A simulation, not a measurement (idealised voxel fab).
Process module in this document: voxel transistor to metal
265 nm wide, 5 nm square cells: that's cross-section cut.
Cross-section format: a grid of square cells, given as bands from top to bottom; each band is one or more rows of cells. The band entry comprises the height of the band's top followed by the height of its bottom, expressed in nm, and subsequently the band's materials from left to right, each stated together with its width in nm. Where a single material is marked with the word "all across", that material fills the band from edge to edge. The word "blank" represents empty space. Heights are expressed relative to 0, this being the level below which the as-received wafer comprises one material exclusively. The lowest band is unbounded in the downward direction and is denoted as in "z 0 and below". Per-row width for "30->40": begins at first number (top row of band), ends at second number (bottom row), increment between rows held constant. Step marked "no alteration"? Then no cell in the cross-section changed in it. Any empty space of 8 cells or more lacking an open way to the top shows up in "Closed void register" as width x height at distance, distance from the left edge, in nm. Note: text after step settings on the step line = simulator remark on that step. overlay nm: how far to the right of its planned place the mask lay on this masked step (negative: to the left).

**Planned process steps**
1) RECEIVE, material Si
2) CONFORMAL_DEP, material SiO2, thk nm 5
3) CONFORMAL_DEP, material SiN, thk nm 15
4) PATTERN, tone cover, mask id ACTIVE, material resist, width nm 100, pitch nm 125, thk nm 15, overlay nm 0
5) DIRECTIONAL_ETCH, etch materials SiN, depth nm 15
6) DIRECTIONAL_ETCH, etch materials SiO2, depth nm 5
7) DIRECTIONAL_ETCH, etch materials Si, depth nm 30
8) STRIP, etch materials resist
9) OXIDIZE, depth nm 5
10) FILL_DEP, material SiO2, thk nm 15
11) CMP, height nm 20
12) SELECTIVE_ETCH, etch materials SiO2, depth nm 5
13) STRIP, etch materials SiN
14) SELECTIVE_ETCH, etch materials SiO2, depth nm 5
15) OXIDIZE, depth nm 5
16) DIRECTIONAL_DEP, material polySi, thk nm 10
17) DIRECTIONAL_DEP, material SiCN, thk nm 10
18) DIRECTIONAL_DEP, material aC, thk nm 10
19) PATTERN, tone cover, mask id GATE, material resist, width nm 20, pitch nm 125, thk nm 30, overlay nm 0
20) DIRECTIONAL_ETCH, etch materials aC, depth nm 10
21) STRIP, etch materials resist
22) DIRECTIONAL_ETCH, etch materials SiCN, depth nm 20
23) DIRECTIONAL_ETCH, etch materials polySi, depth nm 30
24) STRIP, etch materials aC
25) CONFORMAL_DEP, material SiO2, thk nm 5
26) DIRECTIONAL_ETCH, etch materials SiO2, depth nm 5
27) CONFORMAL_DEP, material SiN, thk nm 10
28) DIRECTIONAL_ETCH, etch materials SiN, depth nm 10
29) DIRECTIONAL_ETCH, etch materials SiO2, depth nm 5
30) DIRECTIONAL_ETCH, etch materials Si, depth nm 5
31) EPI, material pSi, thk nm 10
32) FILL_DEP, material SiO2, thk nm 10
33) CMP, height nm 30
34) DIRECTIONAL_DEP, material SiO2, thk nm 10
35) PATTERN, tone open, mask id CONTACT, material resist, width nm 30, thk nm 20, overlay nm 0
36) DIRECTIONAL_ETCH, etch materials SiO2, depth nm 35
37) STRIP, etch materials resist
38) CONFORMAL_DEP, material TiN, thk nm 5
39) FILL_DEP, material W, thk nm 5
40) CMP, height nm 40
41) DIRECTIONAL_DEP, material TiN, thk nm 5
42) DIRECTIONAL_DEP, material W, thk nm 15
43) MASKED_ETCH, tone cover, mask id METAL_1, width nm 15, etch materials W, depth nm 15, overlay nm 0
44) MASKED_ETCH, tone cover, mask id METAL_1, width nm 15, etch materials TiN, depth nm 5, overlay nm 0
45) CONFORMAL_DEP, material SiCN, thk nm 5
46) FILL_DEP, material SiO2, thk nm 10
47) CMP, height nm 60
48) CONFORMAL_DEP, material SiCN, thk nm 5
49) DIRECTIONAL_DEP, material SiO2, thk nm 35
50) MASKED_ETCH, tone open, mask id METAL_2, width nm 15, pitch nm 125, etch materials SiO2, depth nm 20, overlay nm 0
51) PATTERN, tone open, mask id METAL_2_HOLES, material resist, width nm 15, pitch nm 125, thk nm 20, overlay nm 0
52) DIRECTIONAL_ETCH, etch materials SiO2, depth nm 15
53) DIRECTIONAL_ETCH, etch materials SiCN, depth nm 5
54) STRIP, etch materials resist
55) CONFORMAL_DEP, material TiN, thk nm 5
56) FILL_DEP, material Cu, thk nm 5
57) CMP, height nm 100
58) CONFORMAL_DEP, material SiN, thk nm 5
varied across the wafers: thk nm of step 16. The plan shows the first wafer's value. All wafers start alike

**Received wafers, first of several: cross-section after step 1**
	z 0 and below | Si all across
	Closed void register: none

**First wafer of several, cross-section, module end, after step 58 (last)**
	z 105 to 100 | SiN all across
	z 100 to 65 | SiO2: 25  TiN: 5  Cu: 5  TiN: 5  SiO2: 110  TiN: 5  Cu: 5  TiN: 5  SiO2: 100
	z 65 to 60 | SiCN: 25  TiN: 15  SiCN: 110  TiN: 15  SiCN: 100
	z 60 to 45 | SiO2: 20  SiCN: 5  W: 15  SiCN: 5  SiO2: 50  SiCN: 5  W: 15  SiCN: 5  SiO2: 25  SiCN: 5  W: 15  SiCN: 5  SiO2: 50  SiCN: 5  W: 15  SiCN: 5  SiO2: 20
	z 45 to 40 | SiCN: 25  TiN: 15  SiCN: 60  TiN: 15  SiCN: 35  TiN: 15  SiCN: 60  TiN: 15  SiCN: 25
	z 40 to 25 | SiO2: 25  TiN: 5  W: 20  TiN: 5  SiO2: 30  TiN: 5  W: 20  TiN: 5  SiO2: 35  TiN: 5  W: 20  TiN: 5  SiO2: 30  TiN: 5  W: 20  TiN: 5  SiO2: 25
	z 25 to 20 | SiO2: 25  TiN: 5  W: 10  TiN: 15  SiO2: 30  TiN: 15  W: 10  TiN: 5  SiO2: 35  TiN: 5  W: 10  TiN: 15  SiO2: 30  TiN: 15  W: 10  TiN: 5  SiO2: 25
	z 20 to 10 | SiO2: 25  TiN: 5->10  W: 10->5  TiN: 5  SiN: 10  SiO2: 5  SiCN: 20  SiO2: 5  SiN: 10  TiN: 5  W: 10->5  TiN: 5->10  SiO2: 35  TiN: 5->10  W: 10->5  TiN: 5  SiN: 10  SiO2: 5  SiCN: 20  SiO2: 5  SiN: 10  TiN: 5  W: 10->5  TiN: 5->10  SiO2: 25
	z 10 to 5 | SiO2: 20  SiN: 10  TiN: 15  SiN: 10  SiO2: 5  polySi: 20  SiO2: 5  SiN: 10  TiN: 15  SiN: 10  SiO2: 25  SiN: 10  TiN: 15  SiN: 10  SiO2: 5  polySi: 20  SiO2: 5  SiN: 10  TiN: 15  SiN: 10  SiO2: 20
	z 5 to 0 | SiO2: 20  SiN: 10  pSi: 15  SiN: 10  SiO2: 5  polySi: 20  SiO2: 5  SiN: 10  pSi: 15  SiN: 10  SiO2: 25  SiN: 10  pSi: 15  SiN: 10  SiO2: 5  polySi: 20  SiO2: 5  SiN: 10  pSi: 15  SiN: 10  SiO2: 20
	z 0 to -5 | SiO2: 30  pSi: 15  SiO2: 50  pSi: 15  SiO2: 45  pSi: 15  SiO2: 50  pSi: 15  SiO2: 30
	z -5 to -10 | SiO2: 25  Si: 5  pSi: 15  Si: 50  pSi: 15  Si: 5  SiO2: 35  Si: 5  pSi: 15  Si: 50  pSi: 15  Si: 5  SiO2: 25
	z -10 to -35 | SiO2: 25  Si: 90  SiO2: 35  Si: 90  SiO2: 25
	z -35 and below | Si all across
	Closed void register: none

**Cross-sectional depiction of the last of several wafers upon completion of the module**
	z 105 to 100 | SiN all across
	z 100 to 65 | SiO2: 25  TiN: 5  Cu: 5  TiN: 5  SiO2: 110  TiN: 5  Cu: 5  TiN: 5  SiO2: 100
	z 65 to 60 | SiCN: 25  TiN: 15  SiCN: 110  TiN: 15  SiCN: 100
	z 60 to 45 | SiO2: 20  SiCN: 5  W: 15  SiCN: 5  SiO2: 50  SiCN: 5  W: 15  SiCN: 5  SiO2: 25  SiCN: 5  W: 15  SiCN: 5  SiO2: 50  SiCN: 5  W: 15  SiCN: 5  SiO2: 20
	z 45 to 40 | SiCN: 25  TiN: 15  SiCN: 60  TiN: 15  SiCN: 35  TiN: 15  SiCN: 60  TiN: 15  SiCN: 25
	z 40 to 30 | SiO2: 25  TiN: 5  W: 20->10  TiN: 5->15  SiO2: 30  TiN: 5->15  W: 20->10  TiN: 5  SiO2: 35  TiN: 5  W: 20->10  TiN: 5->15  SiO2: 30  TiN: 5->15  W: 20->10  TiN: 5  SiO2: 25
	z 30 to 15 | SiO2: 25  TiN: 5  W: 10  TiN: 5  SiN: 10  SiO2: 5  polySi: 20  SiO2: 5  SiN: 10  TiN: 5  W: 10  TiN: 5  SiO2: 35  TiN: 5  W: 10  TiN: 5  SiN: 10  SiO2: 5  polySi: 20  SiO2: 5  SiN: 10  TiN: 5  W: 10  TiN: 5  SiO2: 25
	z 15 to 10 | SiO2: 25  TiN: 10  W: 5  TiN: 5  SiN: 10  SiO2: 5  polySi: 20  SiO2: 5  SiN: 10  TiN: 5  W: 5  TiN: 10  SiO2: 35  TiN: 10  W: 5  TiN: 5  SiN: 10  SiO2: 5  polySi: 20  SiO2: 5  SiN: 10  TiN: 5  W: 5  TiN: 10  SiO2: 25
	z 10 to 5 | SiO2: 20  SiN: 10  TiN: 15  SiN: 10  SiO2: 5  polySi: 20  SiO2: 5  SiN: 10  TiN: 15  SiN: 10  SiO2: 25  SiN: 10  TiN: 15  SiN: 10  SiO2: 5  polySi: 20  SiO2: 5  SiN: 10  TiN: 15  SiN: 10  SiO2: 20
	z 5 to 0 | SiO2: 20  SiN: 10  pSi: 15  SiN: 10  SiO2: 5  polySi: 20  SiO2: 5  SiN: 10  pSi: 15  SiN: 10  SiO2: 25  SiN: 10  pSi: 15  SiN: 10  SiO2: 5  polySi: 20  SiO2: 5  SiN: 10  pSi: 15  SiN: 10  SiO2: 20
	z 0 to -5 | SiO2: 30  pSi: 15  SiO2: 50  pSi: 15  SiO2: 45  pSi: 15  SiO2: 50  pSi: 15  SiO2: 30
	z -5 to -10 | SiO2: 25  Si: 5  pSi: 15  Si: 50  pSi: 15  Si: 5  SiO2: 35  Si: 5  pSi: 15  Si: 50  pSi: 15  Si: 5  SiO2: 25
	z -10 to -35 | SiO2: 25  Si: 90  SiO2: 35  Si: 90  SiO2: 25
	z -35 and below | Si all across
	Closed void register: none

**Row per wafer, end-of-module: cell gain (+)/loss (-) by material since the wafer came in, then closed voids**
thk nm 10; +14 Cu; -167 Si; +128 SiCN; +101 SiN; +763 SiO2; +118 TiN; +104 W; +36 pSi; +16 polySi; Closed void register: none
thk nm 15; +14 Cu; -167 Si; +128 SiCN; +109 SiN; +755 SiO2; +118 TiN; +96 W; +36 pSi; +24 polySi; Closed void register: none
thk nm 20; +14 Cu; -167 Si; +128 SiCN; +117 SiN; +747 SiO2; +118 TiN; +88 W; +36 pSi; +32 polySi; Closed void register: none
thk nm 25; +14 Cu; -167 Si; +120 SiCN; +117 SiN; +747 SiO2; +118 TiN; +88 W; +36 pSi; +40 polySi; Closed void register: none
thk nm 30; +14 Cu; -167 Si; +112 SiCN; +117 SiN; +747 SiO2; +118 TiN; +88 W; +36 pSi; +48 polySi; Closed void register: none
